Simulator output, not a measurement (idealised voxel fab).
Process module in this document: voxel local oxidation
Each square cell in cross-section cut measures 5 nm, and the section as a whole is 205 nm wide.
Just so we're on the same page, the cross-sections are grids of square cells, and they're listed out in bands top to bottom, each band one or more rows deep. In this notation a band is specified by the heights of its top and bottom, in that order and in nm, after which its materials appear from left to right, each paired with its width in nm. The word "everywhere" attached to a single material means that material fills the band from edge to edge; the word "empty" stands for empty space. Heights are reckoned from 0. Under this level, the received wafer is all of one material. The bottommost band is open-ended downward, for example "top 0, no bottom". Think of "30->40" as a width that walks from the first number to the second as you go down the band, top row to bottom row, taking equal-sized steps from row to row. "no change", as given for a step, is the statement that not any cell of the cross-section underwent a change during that step. "Internal closed voids" specifies each empty space that is not open to the top and that occupies no fewer than 8 cells, using the form width x height at distance, the distance measured from the left edge and all three quantities in nm. Read whatever lies past the settings on a step's line as the simulator's own remark about the step. overlay nm: mask offset rightward from planned place, masked step; negative means leftward offset.
## Listed below are the process steps as planned
step 1: RECEIVE with material Si
step 2: OXIDIZE with depth nm 5
step 3: CONFORMAL_DEP with material SiN, thk nm 10
step 4: MASKED_ETCH with tone cover, mask id ACTIVE, width nm 105, etch materials SiN, depth nm 10, overlay nm 0
step 5: SELECTIVE_ETCH with etch materials SiO2, depth nm 5
step 6: OXIDIZE with depth nm 10
step 7: STRIP with etch materials SiN
For clarity, it should be stated that the wafers under discussion commence in an identical condition and differ with respect to the depth nm of step 5, the plan indicating the value that the first wafer had.
## Cross-section of the first of several received wafers, showing its state after step 1
* top 0, no bottom: Si everywhere
* Internal closed voids: none
## Take any row and you have a wafer at the end of the module: how many cells of each material it has gained (+) or lost (-) since it was received, and then its closed voids
depth nm 5 | -93 Si | +71 SiO2 | Internal closed voids: none
depth nm 10 | -97 Si | +73 SiO2 | Internal closed voids: none
depth nm 15 | -101 Si | +75 SiO2 | Internal closed voids: none
depth nm 20 | -105 Si | +77 SiO2 | Internal closed voids: none
